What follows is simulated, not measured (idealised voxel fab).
The name of this process module is voxel gate over fins.
Each square cell in cross-section cut measures 5 nm, and the section as a whole is 210 nm wide.
Bands, listed from the top down, are how a cross-section gets written in this document; the cross-section itself is a grid of square cells, and a band is one or more rows of them. Top, bottom (nm), then materials left to right with widths (nm); lone material tagged "throughout" fills the whole band edge to edge; "empty" = empty space. Heights from 0 (as-received wafer is one material below). Bottom band endless downward, as "0..down". The width entry "30->40" should be interpreted row by row: the top row of cells in the band takes the first number, the bottom row takes the second number, and the change between adjacent rows is uniform throughout. A step reported as "stayed the same" is a step in which no cell of the cross-section changed. "Sealed void listing" means: voids of 8 cells or more that are shut off from the top with no open way through. Written width x height at distance, distance from the left edge, in nm. Note: text after step settings on the step line = simulator remark on that step. "overlay nm" denotes, for a step that has a mask, the displacement of the mask to the right of its planned place, with negative values corresponding to the left.

### This section lists the process steps that were planned
| 1 | RECEIVE,material Si |
| 2 | CONFORMAL_DEP,material SiN,thk nm 10 |
| 3 | MASKED_ETCH,tone cover,mask id FINS,width nm 15,pitch nm 40,etch materials SiN,depth nm 10,overlay nm 0 |
| 4 | MASKED_ETCH,tone cover,mask id FINS,width nm 15,pitch nm 40,etch materials Si,depth nm 35,overlay nm 0 |
| 5 | OXIDIZE,depth nm 5 |
| 6 | FILL_DEP,material SiO2,thk nm 15 |
| 7 | CMP,height nm 10 |
| 8 | SELECTIVE_ETCH,etch materials SiO2,depth nm 20 |
| 9 | STRIP,etch materials SiN |
| 10 | CONFORMAL_DEP,material HfO2,thk nm 5 |
| 11 | CONFORMAL_DEP,material TiN,thk nm 5 |
| 12 | FILL_DEP,material W,thk nm 15 |
| 13 | CMP,height nm 20 |
| 14 | CONFORMAL_DEP,material SiN,thk nm 5 |

### First wafer of two (run as planned)

### as received, after step 1
0..down: Si throughout
Sealed void listing: none

### Upon completion of step 2, the wafer appears in cross-section as shown
10..0: SiN throughout
For the remainder of the cross-section, below 0, there is no change.

### Upon completion of step 3, the wafer appears in cross-section as shown
10..0: empty (75), SiN (15), empty (25), SiN (15), empty (80)
For the remainder of the cross-section, below 0, there is no change.

### Upon completion of step 4, the wafer appears in cross-section as shown
10..0: empty (75), SiN (15), empty (25), SiN (15), empty (80)
0..-35: empty (75), Si (15), empty (25), Si (15), empty (80)
For the remainder of the cross-section, below -35, there is no change.

### Upon completion of step 5, the wafer appears in cross-section as shown
10..0: empty (75), SiN (15), empty (25), SiN (15), empty (80)
0..-35: empty (75), SiO2 (5), Si (5), SiO2 (5), empty (25), SiO2 (5), Si (5), SiO2 (5), empty (80)
-35..-40: SiO2 (80), Si (5), SiO2 (35), Si (5), SiO2 (85)
For the remainder of the cross-section, below -40, there is no change.

### Upon completion of step 6, the wafer appears in cross-section as shown
25..10: SiO2 throughout
10..0: SiO2 (75), SiN (15), SiO2 (25), SiN (15), SiO2 (80)
0..-40: SiO2 (80), Si (5), SiO2 (35), Si (5), SiO2 (85)
For the remainder of the cross-section, below -40, there is no change.

### Upon completion of step 7, the wafer appears in cross-section as shown
10..0: SiO2 (75), SiN (15), SiO2 (25), SiN (15), SiO2 (80)
For the remainder of the cross-section, below 0, there is no change.

### Upon completion of step 8, the wafer appears in cross-section as shown
10..0: empty (75), SiN (15), empty (25), SiN (15), empty (80)
0..-10: empty (80), Si (5), empty (35), Si (5), empty (85)
For the remainder of the cross-section, below -10, there is no change.

### Upon completion of step 9, the wafer appears in cross-section as shown
0..-10: empty (80), Si (5), empty (35), Si (5), empty (85)
For the remainder of the cross-section, below -10, there is no change.

### Upon completion of step 10, the wafer appears in cross-section as shown
5..0: empty (75), HfO2 (15), empty (25), HfO2 (15), empty (80)
0..-5: empty (75), HfO2 (5), Si (5), HfO2 (5), empty (25), HfO2 (5), Si (5), HfO2 (5), empty (80)
-5..-10: HfO2 (80), Si (5), HfO2 (35), Si (5), HfO2 (85)
For the remainder of the cross-section, below -10, there is no change.

### Upon completion of step 11, the wafer appears in cross-section as shown
10..5: empty (70), TiN (25), empty (15), TiN (25), empty (75)
5..0: empty (70), TiN (5), HfO2 (15), TiN (5), empty (15), TiN (5), HfO2 (15), TiN (5), empty (75)
0..-5: TiN (75), HfO2 (5), Si (5), HfO2 (5), TiN (25), HfO2 (5), Si (5), HfO2 (5), TiN (80)
For the remainder of the cross-section, below -5, there is no change.

### Upon completion of step 12, the wafer appears in cross-section as shown
25..10: W throughout
10..5: W (70), TiN (25), W (15), TiN (25), W (75)
5..0: W (70), TiN (5), HfO2 (15), TiN (5), W (15), TiN (5), HfO2 (15), TiN (5), W (75)
For the remainder of the cross-section, below 0, there is no change.

### Upon completion of step 13, the wafer appears in cross-section as shown
20..10: W throughout
For the remainder of the cross-section, below 10, there is no change.

### Upon completion of step 14, the wafer appears in cross-section as shown
25..20: SiN throughout
For the remainder of the cross-section, below 20, there is no change.

### Second wafer. Start and plan as for the first. One mistake made in running. Agrees with the first up to and including step 2

### Look at the second wafer in cross-section at the time step 3 ought to have finished
10..0: empty (65), SiN (15), empty (25), SiN (15), empty (90)
For the remainder of the cross-section, below 0, there is no change.

### Look at the second wafer in cross-section at the time step 4 ought to have finished
10..0: empty (65), SiN (15), empty (25), SiN (15), empty (90)
0..-35: empty (65), Si (25), empty (15), Si (25), empty (80)
For the remainder of the cross-section, below -35, there is no change.

### Look at the second wafer in cross-section at the time step 5 ought to have finished
10..0: empty (65), SiN (15), empty (25), SiN (15), empty (90)
0..-5: empty (65), SiO2 (5), Si (5), SiO2 (15), empty (15), SiO2 (5), Si (5), SiO2 (15), empty (80)
-5..-35: empty (65), SiO2 (5), Si (15), SiO2 (5), empty (15), SiO2 (5), Si (15), SiO2 (5), empty (80)
-35..-40: SiO2 (70), Si (15), SiO2 (25), Si (15), SiO2 (85)
For the remainder of the cross-section, below -40, there is no change.

### Look at the second wafer in cross-section at the time step 6 ought to have finished
25..10: SiO2 throughout
10..0: SiO2 (65), SiN (15), SiO2 (25), SiN (15), SiO2 (90)
0..-5: SiO2 (70), Si (5), SiO2 (35), Si (5), SiO2 (95)
-5..-40: SiO2 (70), Si (15), SiO2 (25), Si (15), SiO2 (85)
For the remainder of the cross-section, below -40, there is no change.

### Look at the second wafer in cross-section at the time step 7 ought to have finished
10..0: SiO2 (65), SiN (15), SiO2 (25), SiN (15), SiO2 (90)
For the remainder of the cross-section, below 0, there is no change.

### Look at the second wafer in cross-section at the time step 8 ought to have finished
10..0: empty (65), SiN (15), empty (25), SiN (15), empty (90)
0..-10: empty (70), Si (5->15), empty (35->25), Si (5->15), empty (95->85)
For the remainder of the cross-section, below -10, there is no change.

### Look at the second wafer in cross-section at the time step 9 ought to have finished
0..-10: empty (70), Si (5->15), empty (35->25), Si (5->15), empty (95->85)
For the remainder of the cross-section, below -10, there is no change.

### Look at the second wafer in cross-section at the time step 10 ought to have finished
5..0: empty (65), HfO2 (15), empty (25), HfO2 (15), empty (90)
0..-5: empty (65), HfO2 (5), Si (5), HfO2 (15), empty (15), HfO2 (5), Si (5), HfO2 (15), empty (80)
-5..-10: HfO2 (70), Si (15), HfO2 (25), Si (15), HfO2 (85)
For the remainder of the cross-section, below -10, there is no change.

### Look at the second wafer in cross-section at the time step 11 ought to have finished
10..5: empty (60), TiN (25), empty (15), TiN (25), empty (85)
5..0: empty (60), TiN (5), HfO2 (15), TiN (15), empty (5), TiN (5), HfO2 (15), TiN (15), empty (75)
0..-5: TiN (65), HfO2 (5), Si (5), HfO2 (15), TiN (15), HfO2 (5), Si (5), HfO2 (15), TiN (80)
For the remainder of the cross-section, below -5, there is no change.

### Look at the second wafer in cross-section at the time step 12 ought to have finished
25..10: W throughout
10..5: W (60), TiN (25), W (15), TiN (25), W (85)
5..0: W (60), TiN (5), HfO2 (15), TiN (15), W (5), TiN (5), HfO2 (15), TiN (15), W (75)
For the remainder of the cross-section, below 0, there is no change.

### Look at the second wafer in cross-section at the time step 13 ought to have finished
20..10: W throughout
For the remainder of the cross-section, below 10, there is no change.

### Look at the second wafer in cross-section at the time step 14 ought to have finished
25..20: SiN throughout
For the remainder of the cross-section, below 20, there is no change.
Nonconformance to the process plan: step 3 was run on a setting that differed from the plan, and what really ran there is MASKED_ETCH,tone cover,mask id FINS,width nm 15,pitch nm 40,etch materials SiN,depth nm 10,overlay nm -10
Final difference in cells, second wafer against first, listed per material as more or fewer: Si: 28 more | SiO2: 24 fewer | W: 4 fewer
